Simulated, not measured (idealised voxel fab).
This section sets out a process module, namely voxel trench capacitor.
The cross-section shown here is cut; it is 145 nm wide and divided into square cells measuring 5 nm on a side.
This document writes a cross-section as a grid whose cells are square, and gives it as bands, listed from the top down; one or more rows of cells form a band.
First you get the band's top height and its bottom height, in nm, and then the materials it's made of, left to right, with each width in nm. If you see a single material with "full width", that one covers the band edge to edge. "blank" is empty space.
Heights are measured from 0, the level below which the as-received wafer is all one material; the lowest band has no bottom and continues downward, written as in "top 0, no bottom".
It should be noted that a width expressed as "30->40" varies in equal increments from row to row of cells within the band, taking the value of the first number at the top row and that of the second number at the bottom row.
Where a step carries "nothing got changed", the cross-section came out of it unchanged, cell for cell.
So "Unvented cavities" is basically the list of trapped voids: any empty space of 8 cells or more that can't reach the top through an opening. They're written width x height at distance, the distance being from the left edge, and it's all nm.
Where a step's line continues beyond its settings, the continuation is a remark by the simulator itself on that step.
The line of a step may include "overlay nm". On a step with a mask, this value is how far to the right of its planned place the mask lay. A negative value means the mask lay to the left.
[So here's the lineup of process steps we planned]
step 1: op RECEIVE | material Si
step 2: op CONFORMAL_DEP | material SiN | thk nm 5
step 3: op DIRECTIONAL_DEP | material aC | thk nm 15
step 4: op PATTERN | tone open | mask id TRENCH | material resist | width nm 15 | pitch nm 45 | thk nm 35 | overlay nm 0
step 5: op DIRECTIONAL_ETCH | etch materials aC | depth nm 15
step 6: op STRIP | etch materials resist
step 7: op DIRECTIONAL_ETCH | etch materials SiN | depth nm 5
step 8: op DIRECTIONAL_ETCH | etch materials Si | depth nm 40
step 9: op STRIP | etch materials aC
step 10: op CONFORMAL_DEP | material Al2O3 | thk nm 5
step 11: op FILL_DEP | material polySi | thk nm 10
step 12: op CMP | height nm 5
[Cross-section of the incoming wafer, state after step 1]
  top 0, no bottom: Si full width
  Unvented cavities: none
[Looking at the first of two wafers in cross-section at end of module - ran to plan]
  top 5, bottom 0: SiN (40) / Al2O3 (5) / polySi (5) / Al2O3 (5) / SiN (30) / Al2O3 (5) / polySi (5) / Al2O3 (5) / SiN (45)
  top 0, bottom -35: Si (40) / Al2O3 (5) / polySi (5) / Al2O3 (5) / Si (30) / Al2O3 (5) / polySi (5) / Al2O3 (5) / Si (45)
  top -35, bottom -40: Si (40) / Al2O3 (15) / Si (30) / Al2O3 (15) / Si (45)
  top -40, no bottom: Si full width
  Unvented cavities: none
[Second wafer cross-section at end of module - shared start and plan with the first, one mistake in the run]
  top 5, bottom 0: SiN (35) / Al2O3 (5) / polySi (15) / Al2O3 (5) / SiN (20) / Al2O3 (5) / polySi (15) / Al2O3 (5) / SiN (40)
  top 0, bottom -35: Si (35) / Al2O3 (5) / polySi (15) / Al2O3 (5) / Si (20) / Al2O3 (5) / polySi (15) / Al2O3 (5) / Si (40)
  top -35, bottom -40: Si (35) / Al2O3 (25) / Si (20) / Al2O3 (25) / Si (40)
  top -40, no bottom: Si full width
  Unvented cavities: none
Deviation noted in wafer processing: off-plan run, step 4, actual operation and settings op PATTERN | tone open | mask id TRENCH | material resist | width nm 25 | pitch nm 45 | thk nm 35 | overlay nm 0
Materials where the second wafer ends with more or fewer cells than the first: +4 Al2O3 | -32 Si | -4 SiN | +32 polySi
